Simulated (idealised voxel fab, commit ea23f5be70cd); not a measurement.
The process module presented herein is designated voxel wiring stack.
The cross-section on display is named cut; it measures 165 nm wide, and its cells are 5 nm squares.
Cross-section, as written here: a square-cell grid given band by band from the top down, where a band holds one or more rows of cells.
Band entry format. Leading values: height of top, height of bottom, nm. Remainder: materials in left-to-right order, each with its width in nm. Special words: "edge to edge" on a single material, which then fills the band edge to edge; "air", empty space.
Convention: height 0 is the level below which the wafer, as received, is all one material. The lowest band does not terminate at the bottom but continues downward, represented as "top 0, no bottom".
Width: "30..40" (first number = top row, second number = bottom row, same change from row to row of cells).
Where a step carries "remained the same", the cross-section came out of it unchanged, cell for cell.
This entry, "Closed void inventory", enumerates those empty regions of no fewer than 8 cells that possess no open connection to the top. Each region is reported in the form width x height at distance, the distance being taken from the left edge, with all three quantities expressed in nm.
If you see something after the settings on a step's line, that's the simulator's own remark about that step.
overlay nm: for a step with a mask, the amount by which the mask lay right of where it was planned; a negative amount means left of it.

Process steps - plan
| 1 | RECEIVE: material Si |
| 2 | CONFORMAL_DEP: material SiO2, thk nm 10 |
| 3 | CONFORMAL_DEP: material SiCN, thk nm 5 |
| 4 | DIRECTIONAL_DEP: material SiO2, thk nm 25 |
| 5 | DIRECTIONAL_DEP: material aC, thk nm 10 |
| 6 | PATTERN: tone open, mask id METAL_1, material resist, width nm 30, pitch nm 45, thk nm 25, overlay nm 0 |
| 7 | DIRECTIONAL_ETCH: etch materials aC, depth nm 10 |
| 8 | STRIP: etch materials resist |
| 9 | DIRECTIONAL_ETCH: etch materials SiO2, depth nm 25 |
| 10 | DIRECTIONAL_ETCH: etch materials SiCN, depth nm 5 |
| 11 | STRIP: etch materials aC |
| 12 | CONFORMAL_DEP: material TiN, thk nm 5 |
| 13 | FILL_DEP: material W, thk nm 5 |
| 14 | CMP: height nm 40 |
| 15 | CONFORMAL_DEP: material SiCN, thk nm 5 |
| 16 | DIRECTIONAL_DEP: material lowk, thk nm 15 |
| 17 | DIRECTIONAL_DEP: material aC, thk nm 15 |
| 18 | PATTERN: tone open, mask id PLUG_1, material resist, width nm 15, pitch nm 90, thk nm 35, overlay nm 0 |
| 19 | DIRECTIONAL_ETCH: etch materials aC, depth nm 15 |
| 20 | STRIP: etch materials resist |
| 21 | DIRECTIONAL_ETCH: etch materials lowk, depth nm 15 |
| 22 | DIRECTIONAL_ETCH: etch materials SiCN, depth nm 5 |
| 23 | STRIP: etch materials aC |
| 24 | EPI: material Ru, thk nm 10 |
| 25 | EPI: material Ru, thk nm 10 |
| 26 | DIRECTIONAL_DEP: material TiN, thk nm 5 |
| 27 | DIRECTIONAL_DEP: material W, thk nm 25 |
| 28 | MASKED_ETCH: tone cover, mask id METAL_2, width nm 30, pitch nm 45, etch materials W, depth nm 25, overlay nm 0 |
| 29 | MASKED_ETCH: tone cover, mask id METAL_2, width nm 30, pitch nm 45, etch materials TiN, depth nm 5, overlay nm 0 |
| 30 | CONFORMAL_DEP: material SiCN, thk nm 5 |
| 31 | FILL_DEP: material SiO2, thk nm 5 |
| 32 | CMP: height nm 90 |
| 33 | CONFORMAL_DEP: material SiCN, thk nm 5 |
| 34 | DIRECTIONAL_DEP: material lowk, thk nm 25 |
| 35 | DIRECTIONAL_DEP: material aC, thk nm 15 |
| 36 | PATTERN: tone open, mask id METAL_3_HOLES, material resist, width nm 15, pitch nm 45, thk nm 35, overlay nm 0 |
| 37 | DIRECTIONAL_ETCH: etch materials aC, depth nm 15 |
| 38 | STRIP: etch materials resist |
| 39 | DIRECTIONAL_ETCH: etch materials lowk, depth nm 25 |
| 40 | STRIP: etch materials aC |
| 41 | PATTERN: tone open, mask id METAL_3, material resist, width nm 30, pitch nm 45, thk nm 15, overlay nm 0 |
| 42 | DIRECTIONAL_ETCH: etch materials lowk, depth nm 15 |
| 43 | DIRECTIONAL_ETCH: etch materials SiCN, depth nm 5 |
| 44 | STRIP: etch materials resist |
| 45 | CONFORMAL_DEP: material TiN, thk nm 5 |
| 46 | FILL_DEP: material Cu, thk nm 5 |
| 47 | CMP: height nm 120 |
| 48 | CONFORMAL_DEP: material SiCN, thk nm 5 |

The first of the two wafers, which ran as planned

Incoming wafer in cross-section (state: after step 1)
	top 0, no bottom = Si edge to edge
	Closed void inventory: none

Wafer xsec, post step 2
	top 10, bottom 0 = SiO2 edge to edge
	Rest of section, below 0: as before.

Wafer xsec, post step 3
	top 15, bottom 10 = SiCN edge to edge
	Rest of section, below 10: as before.

Wafer xsec, post step 4
	top 40, bottom 15 = SiO2 edge to edge
	Rest of section, below 15: as before.

Wafer xsec, post step 5
	top 50, bottom 40 = aC edge to edge
	Rest of section, below 40: as before.

Wafer xsec, post step 6
	top 75, bottom 50 = 20 resist, 30 air, 15 resist, 30 air, 15 resist, 30 air, 25 resist
	Rest of section, below 50: as before.

Wafer xsec, post step 7
	top 65, bottom 50 = 20 resist, 30 air, 15 resist, 30 air, 15 resist, 30 air, 25 resist
	top 50, bottom 40 = 20 aC, 30 air, 15 aC, 30 air, 15 aC, 30 air, 25 aC
	Rest of section, below 40: as before.

Wafer xsec, post step 8
	top 50, bottom 40 = 20 aC, 30 air, 15 aC, 30 air, 15 aC, 30 air, 25 aC
	Rest of section, below 40: as before.

Wafer xsec, post step 9
	top 50, bottom 40 = 20 aC, 30 air, 15 aC, 30 air, 15 aC, 30 air, 25 aC
	top 40, bottom 15 = 20 SiO2, 30 air, 15 SiO2, 30 air, 15 SiO2, 30 air, 25 SiO2
	Rest of section, below 15: as before.

Wafer xsec, post step 10
	top 50, bottom 40 = 20 aC, 30 air, 15 aC, 30 air, 15 aC, 30 air, 25 aC
	top 40, bottom 15 = 20 SiO2, 30 air, 15 SiO2, 30 air, 15 SiO2, 30 air, 25 SiO2
	top 15, bottom 10 = 20 SiCN, 30 air, 15 SiCN, 30 air, 15 SiCN, 30 air, 25 SiCN
	Rest of section, below 10: as before.

Wafer xsec, post step 11
	top 40, bottom 15 = 20 SiO2, 30 air, 15 SiO2, 30 air, 15 SiO2, 30 air, 25 SiO2
	Rest of section, below 15: as before.

Wafer xsec, post step 12
	top 45, bottom 40 = 25 TiN, 20 air, 25 TiN, 20 air, 25 TiN, 20 air, 30 TiN
	top 40, bottom 15 = 20 SiO2, 5 TiN, 20 air, 5 TiN, 15 SiO2, 5 TiN, 20 air, 5 TiN, 15 SiO2, 5 TiN, 20 air, 5 TiN, 25 SiO2
	top 15, bottom 10 = 20 SiCN, 30 TiN, 15 SiCN, 30 TiN, 15 SiCN, 30 TiN, 25 SiCN
	Rest of section, below 10: as before.

Wafer xsec, post step 13
	top 50, bottom 45 = W edge to edge
	top 45, bottom 40 = 25 TiN, 20 W, 25 TiN, 20 W, 25 TiN, 20 W, 30 TiN
	top 40, bottom 15 = 20 SiO2, 5 TiN, 20 W, 5 TiN, 15 SiO2, 5 TiN, 20 W, 5 TiN, 15 SiO2, 5 TiN, 20 W, 5 TiN, 25 SiO2
	Rest of section, below 15: as before.

Wafer xsec, post step 14
	top 40, bottom 15 = 20 SiO2, 5 TiN, 20 W, 5 TiN, 15 SiO2, 5 TiN, 20 W, 5 TiN, 15 SiO2, 5 TiN, 20 W, 5 TiN, 25 SiO2
	Rest of section, below 15: as before.

Wafer xsec, post step 15
	top 45, bottom 40 = SiCN edge to edge
	Rest of section, below 40: as before.

Wafer xsec, post step 16
	top 60, bottom 45 = lowk edge to edge
	Rest of section, below 45: as before.

Wafer xsec, post step 17
	top 75, bottom 60 = aC edge to edge
	Rest of section, below 60: as before.

Wafer xsec, post step 18
	top 110, bottom 75 = 20 resist, 15 air, 75 resist, 15 air, 40 resist
	Rest of section, below 75: as before.

Wafer xsec, post step 19
	top 95, bottom 75 = 20 resist, 15 air, 75 resist, 15 air, 40 resist
	top 75, bottom 60 = 20 aC, 15 air, 75 aC, 15 air, 40 aC
	Rest of section, below 60: as before.

Wafer xsec, post step 20
	top 75, bottom 60 = 20 aC, 15 air, 75 aC, 15 air, 40 aC
	Rest of section, below 60: as before.

Wafer xsec, post step 21
	top 75, bottom 60 = 20 aC, 15 air, 75 aC, 15 air, 40 aC
	top 60, bottom 45 = 20 lowk, 15 air, 75 lowk, 15 air, 40 lowk
	Rest of section, below 45: as before.

Wafer xsec, post step 22
	top 75, bottom 60 = 20 aC, 15 air, 75 aC, 15 air, 40 aC
	top 60, bottom 45 = 20 lowk, 15 air, 75 lowk, 15 air, 40 lowk
	top 45, bottom 40 = 20 SiCN, 15 air, 75 SiCN, 15 air, 40 SiCN
	Rest of section, below 40: as before.

Wafer xsec, post step 23
	top 60, bottom 45 = 20 lowk, 15 air, 75 lowk, 15 air, 40 lowk
	Rest of section, below 45: as before.

Wafer xsec, post step 24
	top 60, bottom 50 = 20 lowk, 15 air, 75 lowk, 15 air, 40 lowk
	top 50, bottom 45 = 20 lowk, 15 Ru, 75 lowk, 15 Ru, 40 lowk
	top 45, bottom 40 = 20 SiCN, 15 Ru, 75 SiCN, 15 Ru, 40 SiCN
	Rest of section, below 40: as before.

Wafer xsec, post step 25
	top 60, bottom 45 = 20 lowk, 15 Ru, 75 lowk, 15 Ru, 40 lowk
	Rest of section, below 45: as before.

Wafer xsec, post step 26
	top 65, bottom 60 = TiN edge to edge
	Rest of section, below 60: as before.

Wafer xsec, post step 27
	top 90, bottom 65 = W edge to edge
	Rest of section, below 65: as before.

Wafer xsec, post step 28
	top 90, bottom 65 = 20 air, 30 W, 15 air, 30 W, 15 air, 30 W, 25 air
	Rest of section, below 65: as before.

Wafer xsec, post step 29
	top 90, bottom 65 = 20 air, 30 W, 15 air, 30 W, 15 air, 30 W, 25 air
	top 65, bottom 60 = 20 air, 30 TiN, 15 air, 30 TiN, 15 air, 30 TiN, 25 air
	Rest of section, below 60: as before.

Wafer xsec, post step 30
	top 95, bottom 90 = 15 air, 40 SiCN, 5 air, 40 SiCN, 5 air, 40 SiCN, 20 air
	top 90, bottom 65 = 15 air, 5 SiCN, 30 W, 5 SiCN, 5 air, 5 SiCN, 30 W, 5 SiCN, 5 air, 5 SiCN, 30 W, 5 SiCN, 20 air
	top 65, bottom 60 = 20 SiCN, 30 TiN, 15 SiCN, 30 TiN, 15 SiCN, 30 TiN, 25 SiCN
	Rest of section, below 60: as before.

Wafer xsec, post step 31
	top 100, bottom 95 = SiO2 edge to edge
	top 95, bottom 90 = 15 SiO2, 40 SiCN, 5 SiO2, 40 SiCN, 5 SiO2, 40 SiCN, 20 SiO2
	top 90, bottom 65 = 15 SiO2, 5 SiCN, 30 W, 5 SiCN, 5 SiO2, 5 SiCN, 30 W, 5 SiCN, 5 SiO2, 5 SiCN, 30 W, 5 SiCN, 20 SiO2
	Rest of section, below 65: as before.

Wafer xsec, post step 32
	top 90, bottom 65 = 15 SiO2, 5 SiCN, 30 W, 5 SiCN, 5 SiO2, 5 SiCN, 30 W, 5 SiCN, 5 SiO2, 5 SiCN, 30 W, 5 SiCN, 20 SiO2
	Rest of section, below 65: as before.

Wafer xsec, post step 33
	top 95, bottom 90 = SiCN edge to edge
	Rest of section, below 90: as before.

Wafer xsec, post step 34
	top 120, bottom 95 = lowk edge to edge
	Rest of section, below 95: as before.

Wafer xsec, post step 35
	top 135, bottom 120 = aC edge to edge
	Rest of section, below 120: as before.

Wafer xsec, post step 36
	top 170, bottom 135 = 20 resist, 15 air, 30 resist, 15 air, 30 resist, 15 air, 40 resist
	Rest of section, below 135: as before.

Wafer xsec, post step 37
	top 155, bottom 135 = 20 resist, 15 air, 30 resist, 15 air, 30 resist, 15 air, 40 resist
	top 135, bottom 120 = 20 aC, 15 air, 30 aC, 15 air, 30 aC, 15 air, 40 aC
	Rest of section, below 120: as before.

Wafer xsec, post step 38
	top 135, bottom 120 = 20 aC, 15 air, 30 aC, 15 air, 30 aC, 15 air, 40 aC
	Rest of section, below 120: as before.

Wafer xsec, post step 39
	top 135, bottom 120 = 20 aC, 15 air, 30 aC, 15 air, 30 aC, 15 air, 40 aC
	top 120, bottom 95 = 20 lowk, 15 air, 30 lowk, 15 air, 30 lowk, 15 air, 40 lowk
	Rest of section, below 95: as before.

Wafer xsec, post step 40
	top 120, bottom 95 = 20 lowk, 15 air, 30 lowk, 15 air, 30 lowk, 15 air, 40 lowk
	Rest of section, below 95: as before.

Wafer xsec, post step 41
	top 135, bottom 120 = 20 resist, 30 air, 15 resist, 30 air, 15 resist, 30 air, 25 resist
	Rest of section, below 120: as before.

Wafer xsec, post step 42
	top 135, bottom 120 = 20 resist, 30 air, 15 resist, 30 air, 15 resist, 30 air, 25 resist
	top 120, bottom 105 = 20 lowk, 30 air, 15 lowk, 30 air, 15 lowk, 30 air, 25 lowk
	Rest of section, below 105: as before.

Wafer xsec, post step 43
	top 135, bottom 120 = 20 resist, 30 air, 15 resist, 30 air, 15 resist, 30 air, 25 resist
	top 120, bottom 105 = 20 lowk, 30 air, 15 lowk, 30 air, 15 lowk, 30 air, 25 lowk
	top 105, bottom 95 = 20 lowk, 15 air, 30 lowk, 15 air, 30 lowk, 15 air, 40 lowk
	top 95, bottom 90 = 20 SiCN, 15 air, 30 SiCN, 15 air, 30 SiCN, 15 air, 40 SiCN
	Rest of section, below 90: as before.

Wafer xsec, post step 44
	top 120, bottom 105 = 20 lowk, 30 air, 15 lowk, 30 air, 15 lowk, 30 air, 25 lowk
	Rest of section, below 105: as before.

Wafer xsec, post step 45
	top 125, bottom 120 = 25 TiN, 20 air, 25 TiN, 20 air, 25 TiN, 20 air, 30 TiN
	top 120, bottom 110 = 20 lowk, 5 TiN, 20 air, 5 TiN, 15 lowk, 5 TiN, 20 air, 5 TiN, 15 lowk, 5 TiN, 20 air, 5 TiN, 25 lowk
	top 110, bottom 105 = 20 lowk, 5 TiN, 5 air, 20 TiN, 15 lowk, 5 TiN, 5 air, 20 TiN, 15 lowk, 5 TiN, 5 air, 20 TiN, 25 lowk
	top 105, bottom 95 = 20 lowk, 5 TiN, 5 air, 5 TiN, 30 lowk, 5 TiN, 5 air, 5 TiN, 30 lowk, 5 TiN, 5 air, 5 TiN, 40 lowk
	top 95, bottom 90 = 20 SiCN, 15 TiN, 30 SiCN, 15 TiN, 30 SiCN, 15 TiN, 40 SiCN
	Rest of section, below 90: as before.

Wafer xsec, post step 46
	top 130, bottom 125 = Cu edge to edge
	top 125, bottom 120 = 25 TiN, 20 Cu, 25 TiN, 20 Cu, 25 TiN, 20 Cu, 30 TiN
	top 120, bottom 110 = 20 lowk, 5 TiN, 20 Cu, 5 TiN, 15 lowk, 5 TiN, 20 Cu, 5 TiN, 15 lowk, 5 TiN, 20 Cu, 5 TiN, 25 lowk
	top 110, bottom 105 = 20 lowk, 5 TiN, 5 Cu, 20 TiN, 15 lowk, 5 TiN, 5 Cu, 20 TiN, 15 lowk, 5 TiN, 5 Cu, 20 TiN, 25 lowk
	top 105, bottom 95 = 20 lowk, 5 TiN, 5 Cu, 5 TiN, 30 lowk, 5 TiN, 5 Cu, 5 TiN, 30 lowk, 5 TiN, 5 Cu, 5 TiN, 40 lowk
	Rest of section, below 95: as before.

Wafer xsec, post step 47
	top 120, bottom 110 = 20 lowk, 5 TiN, 20 Cu, 5 TiN, 15 lowk, 5 TiN, 20 Cu, 5 TiN, 15 lowk, 5 TiN, 20 Cu, 5 TiN, 25 lowk
	Rest of section, below 110: as before.

Wafer xsec, post step 48
	top 125, bottom 120 = SiCN edge to edge
	Rest of section, below 120: as before.

The second wafer: identical to the first at the outset and in its planned sequence, differing only in that one mistake was made during processing; up to and including step 2, its path is the first wafer's path

Cross-section of the second wafer at the time step 3 of the plan should have ended
	top 35, bottom 0 = SiO2 edge to edge
	Rest of section, below 0: as before.

Cross-section of the second wafer at the time step 4 of the plan should have ended
	top 40, bottom 35 = SiCN edge to edge
	Rest of section, below 35: as before.

Cross-section of the second wafer at the time step 5 of the plan should have ended
	top 50, bottom 40 = aC edge to edge
	Rest of section, below 40: as before.

Cross-section of the second wafer at the time step 6 of the plan should have ended
	top 75, bottom 50 = 20 resist, 30 air, 15 resist, 30 air, 15 resist, 30 air, 25 resist
	Rest of section, below 50: as before.

Cross-section of the second wafer at the time step 7 of the plan should have ended
	top 65, bottom 50 = 20 resist, 30 air, 15 resist, 30 air, 15 resist, 30 air, 25 resist
	top 50, bottom 40 = 20 aC, 30 air, 15 aC, 30 air, 15 aC, 30 air, 25 aC
	Rest of section, below 40: as before.

Cross-section of the second wafer at the time step 8 of the plan should have ended
	top 50, bottom 40 = 20 aC, 30 air, 15 aC, 30 air, 15 aC, 30 air, 25 aC
	Rest of section, below 40: as before.

Cross-section of the second wafer at the time step 9 of the plan should have ended: remained the same

Cross-section of the second wafer at the time step 10 of the plan should have ended
	top 50, bottom 40 = 20 aC, 30 air, 15 aC, 30 air, 15 aC, 30 air, 25 aC
	top 40, bottom 35 = 20 SiCN, 30 air, 15 SiCN, 30 air, 15 SiCN, 30 air, 25 SiCN
	Rest of section, below 35: as before.

Cross-section of the second wafer at the time step 11 of the plan should have ended
	top 40, bottom 35 = 20 SiCN, 30 air, 15 SiCN, 30 air, 15 SiCN, 30 air, 25 SiCN
	Rest of section, below 35: as before.

Cross-section of the second wafer at the time step 12 of the plan should have ended
	top 45, bottom 40 = 25 TiN, 20 air, 25 TiN, 20 air, 25 TiN, 20 air, 30 TiN
	top 40, bottom 35 = 20 SiCN, 30 TiN, 15 SiCN, 30 TiN, 15 SiCN, 30 TiN, 25 SiCN
	Rest of section, below 35: as before.

Cross-section of the second wafer at the time step 13 of the plan should have ended
	top 50, bottom 45 = W edge to edge
	top 45, bottom 40 = 25 TiN, 20 W, 25 TiN, 20 W, 25 TiN, 20 W, 30 TiN
	Rest of section, below 40: as before.

Cross-section of the second wafer at the time step 14 of the plan should have ended
	top 40, bottom 35 = 20 SiCN, 30 TiN, 15 SiCN, 30 TiN, 15 SiCN, 30 TiN, 25 SiCN
	Rest of section, below 35: as before.

Cross-section of the second wafer at the time step 15 of the plan should have ended
	top 45, bottom 40 = SiCN edge to edge
	Rest of section, below 40: as before.

Cross-section of the second wafer at the time step 16 of the plan should have ended
	top 60, bottom 45 = lowk edge to edge
	Rest of section, below 45: as before.

Cross-section of the second wafer at the time step 17 of the plan should have ended
	top 75, bottom 60 = aC edge to edge
	Rest of section, below 60: as before.

Cross-section of the second wafer at the time step 18 of the plan should have ended
	top 110, bottom 75 = 20 resist, 15 air, 75 resist, 15 air, 40 resist
	Rest of section, below 75: as before.

Cross-section of the second wafer at the time step 19 of the plan should have ended
	top 95, bottom 75 = 20 resist, 15 air, 75 resist, 15 air, 40 resist
	top 75, bottom 60 = 20 aC, 15 air, 75 aC, 15 air, 40 aC
	Rest of section, below 60: as before.

Cross-section of the second wafer at the time step 20 of the plan should have ended
	top 75, bottom 60 = 20 aC, 15 air, 75 aC, 15 air, 40 aC
	Rest of section, below 60: as before.

Cross-section of the second wafer at the time step 21 of the plan should have ended
	top 75, bottom 60 = 20 aC, 15 air, 75 aC, 15 air, 40 aC
	top 60, bottom 45 = 20 lowk, 15 air, 75 lowk, 15 air, 40 lowk
	Rest of section, below 45: as before.

Cross-section of the second wafer at the time step 22 of the plan should have ended
	top 75, bottom 60 = 20 aC, 15 air, 75 aC, 15 air, 40 aC
	top 60, bottom 45 = 20 lowk, 15 air, 75 lowk, 15 air, 40 lowk
	top 45, bottom 40 = 20 SiCN, 15 air, 75 SiCN, 15 air, 40 SiCN
	Rest of section, below 40: as before.

Cross-section of the second wafer at the time step 23 of the plan should have ended
	top 60, bottom 45 = 20 lowk, 15 air, 75 lowk, 15 air, 40 lowk
	Rest of section, below 45: as before.

Cross-section of the second wafer at the time step 24 of the plan should have ended
	top 60, bottom 50 = 20 lowk, 15 air, 75 lowk, 15 air, 40 lowk
	top 50, bottom 45 = 20 lowk, 15 Ru, 75 lowk, 15 Ru, 40 lowk
	top 45, bottom 40 = 20 SiCN, 15 Ru, 75 SiCN, 15 Ru, 40 SiCN
	Rest of section, below 40: as before.

Cross-section of the second wafer at the time step 25 of the plan should have ended
	top 60, bottom 45 = 20 lowk, 15 Ru, 75 lowk, 15 Ru, 40 lowk
	Rest of section, below 45: as before.

Cross-section of the second wafer at the time step 26 of the plan should have ended
	top 65, bottom 60 = TiN edge to edge
	Rest of section, below 60: as before.

Cross-section of the second wafer at the time step 27 of the plan should have ended
	top 90, bottom 65 = W edge to edge
	Rest of section, below 65: as before.

Cross-section of the second wafer at the time step 28 of the plan should have ended
	top 90, bottom 65 = 20 air, 30 W, 15 air, 30 W, 15 air, 30 W, 25 air
	Rest of section, below 65: as before.

Cross-section of the second wafer at the time step 29 of the plan should have ended
	top 90, bottom 65 = 20 air, 30 W, 15 air, 30 W, 15 air, 30 W, 25 air
	top 65, bottom 60 = 20 air, 30 TiN, 15 air, 30 TiN, 15 air, 30 TiN, 25 air
	Rest of section, below 60: as before.

Cross-section of the second wafer at the time step 30 of the plan should have ended
	top 95, bottom 90 = 15 air, 40 SiCN, 5 air, 40 SiCN, 5 air, 40 SiCN, 20 air
	top 90, bottom 65 = 15 air, 5 SiCN, 30 W, 5 SiCN, 5 air, 5 SiCN, 30 W, 5 SiCN, 5 air, 5 SiCN, 30 W, 5 SiCN, 20 air
	top 65, bottom 60 = 20 SiCN, 30 TiN, 15 SiCN, 30 TiN, 15 SiCN, 30 TiN, 25 SiCN
	Rest of section, below 60: as before.

Cross-section of the second wafer at the time step 31 of the plan should have ended
	top 100, bottom 95 = SiO2 edge to edge
	top 95, bottom 90 = 15 SiO2, 40 SiCN, 5 SiO2, 40 SiCN, 5 SiO2, 40 SiCN, 20 SiO2
	top 90, bottom 65 = 15 SiO2, 5 SiCN, 30 W, 5 SiCN, 5 SiO2, 5 SiCN, 30 W, 5 SiCN, 5 SiO2, 5 SiCN, 30 W, 5 SiCN, 20 SiO2
	Rest of section, below 65: as before.

Cross-section of the second wafer at the time step 32 of the plan should have ended
	top 90, bottom 65 = 15 SiO2, 5 SiCN, 30 W, 5 SiCN, 5 SiO2, 5 SiCN, 30 W, 5 SiCN, 5 SiO2, 5 SiCN, 30 W, 5 SiCN, 20 SiO2
	Rest of section, below 65: as before.

Cross-section of the second wafer at the time step 33 of the plan should have ended
	top 95, bottom 90 = SiCN edge to edge
	Rest of section, below 90: as before.

Cross-section of the second wafer at the time step 34 of the plan should have ended
	top 120, bottom 95 = lowk edge to edge
	Rest of section, below 95: as before.

Cross-section of the second wafer at the time step 35 of the plan should have ended
	top 135, bottom 120 = aC edge to edge
	Rest of section, below 120: as before.

Cross-section of the second wafer at the time step 36 of the plan should have ended
	top 170, bottom 135 = 20 resist, 15 air, 30 resist, 15 air, 30 resist, 15 air, 40 resist
	Rest of section, below 135: as before.

Cross-section of the second wafer at the time step 37 of the plan should have ended
	top 155, bottom 135 = 20 resist, 15 air, 30 resist, 15 air, 30 resist, 15 air, 40 resist
	top 135, bottom 120 = 20 aC, 15 air, 30 aC, 15 air, 30 aC, 15 air, 40 aC
	Rest of section, below 120: as before.

Cross-section of the second wafer at the time step 38 of the plan should have ended
	top 135, bottom 120 = 20 aC, 15 air, 30 aC, 15 air, 30 aC, 15 air, 40 aC
	Rest of section, below 120: as before.

Cross-section of the second wafer at the time step 39 of the plan should have ended
	top 135, bottom 120 = 20 aC, 15 air, 30 aC, 15 air, 30 aC, 15 air, 40 aC
	top 120, bottom 95 = 20 lowk, 15 air, 30 lowk, 15 air, 30 lowk, 15 air, 40 lowk
	Rest of section, below 95: as before.

Cross-section of the second wafer at the time step 40 of the plan should have ended
	top 120, bottom 95 = 20 lowk, 15 air, 30 lowk, 15 air, 30 lowk, 15 air, 40 lowk
	Rest of section, below 95: as before.

Cross-section of the second wafer at the time step 41 of the plan should have ended
	top 135, bottom 120 = 20 resist, 30 air, 15 resist, 30 air, 15 resist, 30 air, 25 resist
	Rest of section, below 120: as before.

Cross-section of the second wafer at the time step 42 of the plan should have ended
	top 135, bottom 120 = 20 resist, 30 air, 15 resist, 30 air, 15 resist, 30 air, 25 resist
	top 120, bottom 105 = 20 lowk, 30 air, 15 lowk, 30 air, 15 lowk, 30 air, 25 lowk
	Rest of section, below 105: as before.

Cross-section of the second wafer at the time step 43 of the plan should have ended
	top 135, bottom 120 = 20 resist, 30 air, 15 resist, 30 air, 15 resist, 30 air, 25 resist
	top 120, bottom 105 = 20 lowk, 30 air, 15 lowk, 30 air, 15 lowk, 30 air, 25 lowk
	top 105, bottom 95 = 20 lowk, 15 air, 30 lowk, 15 air, 30 lowk, 15 air, 40 lowk
	top 95, bottom 90 = 20 SiCN, 15 air, 30 SiCN, 15 air, 30 SiCN, 15 air, 40 SiCN
	Rest of section, below 90: as before.

Cross-section of the second wafer at the time step 44 of the plan should have ended
	top 120, bottom 105 = 20 lowk, 30 air, 15 lowk, 30 air, 15 lowk, 30 air, 25 lowk
	Rest of section, below 105: as before.

Cross-section of the second wafer at the time step 45 of the plan should have ended
	top 125, bottom 120 = 25 TiN, 20 air, 25 TiN, 20 air, 25 TiN, 20 air, 30 TiN
	top 120, bottom 110 = 20 lowk, 5 TiN, 20 air, 5 TiN, 15 lowk, 5 TiN, 20 air, 5 TiN, 15 lowk, 5 TiN, 20 air, 5 TiN, 25 lowk
	top 110, bottom 105 = 20 lowk, 5 TiN, 5 air, 20 TiN, 15 lowk, 5 TiN, 5 air, 20 TiN, 15 lowk, 5 TiN, 5 air, 20 TiN, 25 lowk
	top 105, bottom 95 = 20 lowk, 5 TiN, 5 air, 5 TiN, 30 lowk, 5 TiN, 5 air, 5 TiN, 30 lowk, 5 TiN, 5 air, 5 TiN, 40 lowk
	top 95, bottom 90 = 20 SiCN, 15 TiN, 30 SiCN, 15 TiN, 30 SiCN, 15 TiN, 40 SiCN
	Rest of section, below 90: as before.

Cross-section of the second wafer at the time step 46 of the plan should have ended
	top 130, bottom 125 = Cu edge to edge
	top 125, bottom 120 = 25 TiN, 20 Cu, 25 TiN, 20 Cu, 25 TiN, 20 Cu, 30 TiN
	top 120, bottom 110 = 20 lowk, 5 TiN, 20 Cu, 5 TiN, 15 lowk, 5 TiN, 20 Cu, 5 TiN, 15 lowk, 5 TiN, 20 Cu, 5 TiN, 25 lowk
	top 110, bottom 105 = 20 lowk, 5 TiN, 5 Cu, 20 TiN, 15 lowk, 5 TiN, 5 Cu, 20 TiN, 15 lowk, 5 TiN, 5 Cu, 20 TiN, 25 lowk
	top 105, bottom 95 = 20 lowk, 5 TiN, 5 Cu, 5 TiN, 30 lowk, 5 TiN, 5 Cu, 5 TiN, 30 lowk, 5 TiN, 5 Cu, 5 TiN, 40 lowk
	Rest of section, below 95: as before.

Cross-section of the second wafer at the time step 47 of the plan should have ended
	top 120, bottom 110 = 20 lowk, 5 TiN, 20 Cu, 5 TiN, 15 lowk, 5 TiN, 20 Cu, 5 TiN, 15 lowk, 5 TiN, 20 Cu, 5 TiN, 25 lowk
	Rest of section, below 110: as before.

Cross-section of the second wafer at the time step 48 of the plan should have ended
	top 125, bottom 120 = SiCN edge to edge
	Rest of section, below 120: as before.
It is concluded that the wafer was processed incorrectly with respect to the plan, in that steps 3 and 4 traded places in the executed sequence
The second wafer ends with more or fewer cells of some materials than the first, per final count: +90 SiO2; -30 TiN; -60 W
